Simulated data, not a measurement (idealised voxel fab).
The following process module bears the name voxel transistor to metal.
We display cut, a cross-section 275 nm in width whose square cells are each 5 nm.
This document writes a cross-section as a grid whose cells are square, and gives it as bands, listed from the top down; one or more rows of cells form a band.
Heights first: top, then bottom, in nm. Then materials, left to right, each with a width in nm. "everywhere" on a single material: fills the band edge to edge. "blank": empty space.
Note: height 0 marks the level under which the wafer is uniformly one material as received. Lowest band unbounded below, written "0 nm and below".
The expression "30..40" gives the width at the extremes of the band, the first number at its top row of cells and the second at its bottom row, with the width changing by equal amounts from each row to the next in between.
A step reported as "nothing changed" is a step in which no cell of the cross-section changed.
Reported under the label "Enclosed voids" are the empty spaces having no open way to the top and comprising 8 cells or more; the notation for each is width x height at distance, in which the distance is measured from the left edge and all three values are in nm.
Anything after a step's settings on that line? It's the simulator's own note about the step.
On any step carrying a mask, the "overlay nm" setting, if present on the step's line, tells how far right of its planned place the mask lay; negative values point to the left.
PLAN
step 1: RECEIVE,material Si
step 2: OXIDIZE,depth nm 5
step 3: CONFORMAL_DEP,material SiN,thk nm 15
step 4: DIRECTIONAL_DEP,material aC,thk nm 15
step 5: PATTERN,tone cover,mask id ACTIVE,material resist,width nm 105,pitch nm 130,thk nm 30,overlay nm 0
step 6: DIRECTIONAL_ETCH,etch materials aC,depth nm 15
step 7: STRIP,etch materials resist
step 8: DIRECTIONAL_ETCH,etch materials SiN,depth nm 15
step 9: DIRECTIONAL_ETCH,etch materials SiO2,depth nm 5
step 10: DIRECTIONAL_ETCH,etch materials Si,depth nm 25
step 11: STRIP,etch materials aC
step 12: FILL_DEP,material SiO2,thk nm 10
step 13: CMP,height nm 15
step 14: SELECTIVE_ETCH,etch materials SiO2,depth nm 5
step 15: STRIP,etch materials SiN
step 16: SELECTIVE_ETCH,etch materials SiO2,depth nm 5
step 17: OXIDIZE,depth nm 5
step 18: DIRECTIONAL_DEP,material polySi,thk nm 30
step 19: DIRECTIONAL_DEP,material SiCN,thk nm 15
step 20: DIRECTIONAL_DEP,material aC,thk nm 10
step 21: PATTERN,tone cover,mask id GATE,material resist,width nm 25,pitch nm 130,thk nm 30,overlay nm 0
step 22: DIRECTIONAL_ETCH,etch materials aC,depth nm 10
step 23: STRIP,etch materials resist
step 24: DIRECTIONAL_ETCH,etch materials SiCN,depth nm 25
step 25: DIRECTIONAL_ETCH,etch materials polySi,depth nm 40
step 26: STRIP,etch materials aC
step 27: CONFORMAL_DEP,material SiN,thk nm 5
step 28: DIRECTIONAL_ETCH,etch materials SiN,depth nm 5
step 29: DIRECTIONAL_ETCH,etch materials SiO2,depth nm 5
step 30: DIRECTIONAL_ETCH,etch materials Si,depth nm 15
step 31: EPI,material pSi,thk nm 20
step 32: FILL_DEP,material SiO2,thk nm 5
step 33: CMP,height nm 40
step 34: DIRECTIONAL_DEP,material SiO2,thk nm 15
step 35: PATTERN,tone open,mask id CONTACT,material resist,width nm 30,pitch nm 65,thk nm 15,overlay nm 0
step 36: DIRECTIONAL_ETCH,etch materials SiO2,depth nm 60
step 37: STRIP,etch materials resist
step 38: CONFORMAL_DEP,material TiN,thk nm 5
step 39: FILL_DEP,material W,thk nm 5
step 40: CMP,height nm 45
step 41: DIRECTIONAL_DEP,material TiN,thk nm 5
step 42: DIRECTIONAL_DEP,material W,thk nm 25
step 43: MASKED_ETCH,tone cover,mask id METAL_1,width nm 15,etch materials W,depth nm 25,overlay nm 0
step 44: MASKED_ETCH,tone cover,mask id METAL_1,width nm 15,etch materials TiN,depth nm 5,overlay nm 0
step 45: CONFORMAL_DEP,material SiCN,thk nm 5
step 46: FILL_DEP,material SiO2,thk nm 5
step 47: CMP,height nm 85
step 48: CONFORMAL_DEP,material SiN,thk nm 5
Split variable: height nm, step 40. Plan value = first wafer. Wafers start alike.
CROSS-SECTIONAL VIEW OF THE FIRST OF SEVERAL WAFERS IN THE AS-RECEIVED CONDITION, CORRESPONDING TO THE STATE FOLLOWING STEP 1
- 0 nm and below  Si everywhere
- Enclosed voids: none
LAST STEP OF THE MODULE IS STEP 48; AFTER IT, THE FIRST OF SEVERAL WAFERS IN CROSS-SECTION
- 90 nm to 85 nm  SiN everywhere
- 85 nm to 80 nm  SiO2 everywhere
- 80 nm to 75 nm  20 SiO2, 25 SiCN, 55 SiO2, 25 SiCN, 25 SiO2, 25 SiCN, 55 SiO2, 25 SiCN, 20 SiO2
- 75 nm to 50 nm  20 SiO2, 5 SiCN, 15 W, 5 SiCN, 55 SiO2, 5 SiCN, 15 W, 5 SiCN, 25 SiO2, 5 SiCN, 15 W, 5 SiCN, 55 SiO2, 5 SiCN, 15 W, 5 SiCN, 20 SiO2
- 50 nm to 45 nm  25 SiCN, 15 TiN, 65 SiCN, 15 TiN, 35 SiCN, 15 TiN, 65 SiCN, 15 TiN, 25 SiCN
- 45 nm to 40 nm  25 SiO2, 5 TiN, 20 W, 5 TiN, 35 SiO2, 5 TiN, 20 W, 5 TiN, 35 SiO2, 5 TiN, 20 W, 5 TiN, 35 SiO2, 5 TiN, 20 W, 5 TiN, 25 SiO2
- 40 nm to 25 nm  25 SiO2, 5 TiN, 20 W, 5 TiN, 5 SiN, 25 SiCN, 5 SiN, 5 TiN, 20 W, 5 TiN, 35 SiO2, 5 TiN, 20 W, 5 TiN, 5 SiN, 25 SiCN, 5 SiN, 5 TiN, 20 W, 5 TiN, 25 SiO2
- 25 nm to 15 nm  25 SiO2, 5 TiN, 20 W, 5 TiN, 5 SiN, 25 polySi, 5 SiN, 5 TiN, 20 W, 5 TiN, 35 SiO2, 5 TiN, 20 W, 5 TiN, 5 SiN, 25 polySi, 5 SiN, 5 TiN, 20 W, 5 TiN, 25 SiO2
- 15 nm to 10 nm  25 SiO2, 30 TiN, 5 SiN, 25 polySi, 5 SiN, 30 TiN, 35 SiO2, 30 TiN, 5 SiN, 25 polySi, 5 SiN, 30 TiN, 25 SiO2
- 10 nm to 5 nm  25 SiO2, 10 TiN, 20 pSi, 5 SiN, 25 polySi, 5 SiN, 20 pSi, 10 TiN, 35 SiO2, 10 TiN, 20 pSi, 5 SiN, 25 polySi, 5 SiN, 20 pSi, 10 TiN, 25 SiO2
- 5 nm to -5 nm  15 SiO2, 5 SiN, 5 SiO2, 10 TiN, 20 pSi, 5 SiN, 25 polySi, 5 SiN, 20 pSi, 10 TiN, 5 SiO2, 5 SiN, 15 SiO2, 5 SiN, 5 SiO2, 10 TiN, 20 pSi, 5 SiN, 25 polySi, 5 SiN, 20 pSi, 10 TiN, 5 SiO2, 5 SiN, 15 SiO2
- -5 nm to -10 nm  20 SiO2, 35 pSi, 35 SiO2, 35 pSi, 25 SiO2, 35 pSi, 35 SiO2, 35 pSi, 20 SiO2
- -10 nm to -25 nm  20 SiO2, 35 pSi, 35 Si, 35 pSi, 25 SiO2, 35 pSi, 35 Si, 35 pSi, 20 SiO2
- -25 nm to -30 nm  20 SiO2, 105 Si, 25 SiO2, 105 Si, 20 SiO2
- -30 nm and below  Si everywhere
- Enclosed voids: none
SECTIONAL VIEW OF THE LAST WAFER UPON COMPLETION OF THE MODULE
- 90 nm to 85 nm  SiN everywhere
- 85 nm to 70 nm  20 SiO2, 5 SiCN, 15 W, 5 SiCN, 55 SiO2, 5 SiCN, 15 W, 5 SiCN, 25 SiO2, 5 SiCN, 15 W, 5 SiCN, 55 SiO2, 5 SiCN, 15 W, 5 SiCN, 20 SiO2
- 70 nm to 65 nm  25 SiCN, 15 TiN, 65 SiCN, 15 TiN, 35 SiCN, 15 TiN, 65 SiCN, 15 TiN, 25 SiCN
- 65 nm to 60 nm  W everywhere
- 60 nm to 55 nm  30 TiN, 20 W, 45 TiN, 20 W, 45 TiN, 20 W, 45 TiN, 20 W, 30 TiN
- 55 nm to 40 nm  25 SiO2, 5 TiN, 20 W, 5 TiN, 35 SiO2, 5 TiN, 20 W, 5 TiN, 35 SiO2, 5 TiN, 20 W, 5 TiN, 35 SiO2, 5 TiN, 20 W, 5 TiN, 25 SiO2
- 40 nm to 25 nm  25 SiO2, 5 TiN, 20 W, 5 TiN, 5 SiN, 25 SiCN, 5 SiN, 5 TiN, 20 W, 5 TiN, 35 SiO2, 5 TiN, 20 W, 5 TiN, 5 SiN, 25 SiCN, 5 SiN, 5 TiN, 20 W, 5 TiN, 25 SiO2
- 25 nm to 15 nm  25 SiO2, 5 TiN, 20 W, 5 TiN, 5 SiN, 25 polySi, 5 SiN, 5 TiN, 20 W, 5 TiN, 35 SiO2, 5 TiN, 20 W, 5 TiN, 5 SiN, 25 polySi, 5 SiN, 5 TiN, 20 W, 5 TiN, 25 SiO2
- 15 nm to 10 nm  25 SiO2, 30 TiN, 5 SiN, 25 polySi, 5 SiN, 30 TiN, 35 SiO2, 30 TiN, 5 SiN, 25 polySi, 5 SiN, 30 TiN, 25 SiO2
- 10 nm to 5 nm  25 SiO2, 10 TiN, 20 pSi, 5 SiN, 25 polySi, 5 SiN, 20 pSi, 10 TiN, 35 SiO2, 10 TiN, 20 pSi, 5 SiN, 25 polySi, 5 SiN, 20 pSi, 10 TiN, 25 SiO2
- 5 nm to -5 nm  15 SiO2, 5 SiN, 5 SiO2, 10 TiN, 20 pSi, 5 SiN, 25 polySi, 5 SiN, 20 pSi, 10 TiN, 5 SiO2, 5 SiN, 15 SiO2, 5 SiN, 5 SiO2, 10 TiN, 20 pSi, 5 SiN, 25 polySi, 5 SiN, 20 pSi, 10 TiN, 5 SiO2, 5 SiN, 15 SiO2
- -5 nm to -10 nm  20 SiO2, 35 pSi, 35 SiO2, 35 pSi, 25 SiO2, 35 pSi, 35 SiO2, 35 pSi, 20 SiO2
- -10 nm to -25 nm  20 SiO2, 35 pSi, 35 Si, 35 pSi, 25 SiO2, 35 pSi, 35 Si, 35 pSi, 20 SiO2
- -25 nm to -30 nm  20 SiO2, 105 Si, 25 SiO2, 105 Si, 20 SiO2
- -30 nm and below  Si everywhere
- Enclosed voids: none
BELOW IS A PER-WAFER TABLE. IN IT, EACH ROW DESCRIBES THE WAFER AT THE END OF THE MODULE BY GIVING, FOR EACH MATERIAL, THE NUMBER OF CELLS GAINED (+) OR LOST (-) SINCE THE WAFER WAS RECEIVED, AND AFTER THAT THE CLOSED VOIDS OF THE WAFER
height nm 45, -246 Si, +133 SiCN, +99 SiN, +520 SiO2, +108 TiN, +156 W, +160 pSi, +60 polySi, Enclosed voids: none
height nm 50, -246 Si, +133 SiCN, +99 SiN, +496 SiO2, +116 TiN, +172 W, +160 pSi, +60 polySi, Enclosed voids: none
height nm 55, -246 Si, +113 SiCN, +99 SiN, +492 SiO2, +124 TiN, +188 W, +160 pSi, +60 polySi, Enclosed voids: none
height nm 60, -246 Si, +105 SiCN, +99 SiN, +457 SiO2, +163 TiN, +192 W, +160 pSi, +60 polySi, Enclosed voids: none
height nm 65, -246 Si, +97 SiCN, +99 SiN, +422 SiO2, +163 TiN, +235 W, +160 pSi, +60 polySi, Enclosed voids: none
